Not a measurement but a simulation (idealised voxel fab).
The process module presented herein is designated voxel wiring stack.
This is section cut - it's 290 nm across, gridded in 5 nm square cells.
Cross-section layout: square cells on a grid; listed as bands, top to bottom; a band spans one or more cell rows.
Quick guide to a band line: top height, bottom height (nm) up front; then every material left to right with its width in nm. Only one material and it's marked "everywhere"? Then it fills the band edge to edge. And "blank" just means empty space.
Zero point of the height axis is 0; under it, received wafer = one material. Lowest band: continues down indefinitely, "z 0 and below".
Width "30->40": first value at the band's top row of cells, second value at its bottom row, equal change from row to row.
Given "no modifications" for a step, no cell of the cross-section differs between before and after that step.
The label "Enclosed void catalog" introduces a list of the empty spaces, 8 cells or larger, that have no open way up to the top; each entry in it reads width x height at distance, where the distance is taken from the left edge and all three are stated in nm.
Step line, after settings: the simulator's comment on this step.
overlay nm, on a step with a mask: how far to the right of its planned place the mask lay; to the left if negative
# Process steps foreseen in the plan
1) RECEIVE | material Si
2) CONFORMAL_DEP | material SiO2 | thk nm 10
3) CONFORMAL_DEP | material SiN | thk nm 5
4) DIRECTIONAL_DEP | material lowk | thk nm 15
5) MASKED_ETCH | tone open | mask id METAL_1 | width nm 20 | pitch nm 50 | etch materials lowk | depth nm 15 | overlay nm 0
6) MASKED_ETCH | tone open | mask id METAL_1 | width nm 20 | pitch nm 50 | etch materials SiN | depth nm 5 | overlay nm 0
7) CONFORMAL_DEP | material TiN | thk nm 5
8) FILL_DEP | material Cu | thk nm 5
9) CMP | height nm 30
10) CONFORMAL_DEP | material SiCN | thk nm 5
11) DIRECTIONAL_DEP | material SiO2 | thk nm 30
12) PATTERN | tone open | mask id METAL_2_HOLES | material resist | width nm 15 | pitch nm 50 | thk nm 15 | overlay nm 0
13) DIRECTIONAL_ETCH | etch materials SiO2 | depth nm 30
14) STRIP | etch materials resist
15) MASKED_ETCH | tone open | mask id METAL_2 | width nm 20 | pitch nm 50 | etch materials SiO2 | depth nm 15 | overlay nm 0
16) MASKED_ETCH | tone open | mask id METAL_2 | width nm 20 | pitch nm 50 | etch materials SiCN | depth nm 5 | overlay nm 0
17) CONFORMAL_DEP | material TiN | thk nm 5
18) FILL_DEP | material Cu | thk nm 5
19) CMP | height nm 65
20) CONFORMAL_DEP | material SiCN | thk nm 5
# Wafer at receipt (post step 1), cross-section
z 0 and below  Si everywhere
Enclosed void catalog: none
# The plan above was carried out on the starting structure above with one mistake, and this cross-section shows the wafer at the end of the module
z 70 to 65  SiCN everywhere
z 65 to 55  SiO2 60 | TiN 5 | Cu 5 | TiN 5 | SiO2 35 | TiN 5 | Cu 5 | TiN 5 | SiO2 35 | TiN 5 | Cu 5 | TiN 5 | SiO2 35 | TiN 5 | Cu 5 | TiN 5 | SiO2 65
z 55 to 50  SiO2 60 | TiN 15 | SiO2 35 | TiN 15 | SiO2 35 | TiN 15 | SiO2 35 | TiN 15 | SiO2 65
z 50 to 35  SiO2 everywhere
z 35 to 30  SiCN everywhere
z 30 to 15  lowk 60 | TiN 5 | Cu 10 | TiN 5 | lowk 30 | TiN 5 | Cu 10 | TiN 5 | lowk 30 | TiN 5 | Cu 10 | TiN 5 | lowk 30 | TiN 5 | Cu 10 | TiN 5 | lowk 60
z 15 to 10  SiN 60 | TiN 20 | SiN 30 | TiN 20 | SiN 30 | TiN 20 | SiN 30 | TiN 20 | SiN 60
z 10 to 0  SiO2 everywhere
z 0 and below  Si everywhere
Enclosed void catalog: none
Nonconformance to the process plan: execution of plan step 11 occurred twice
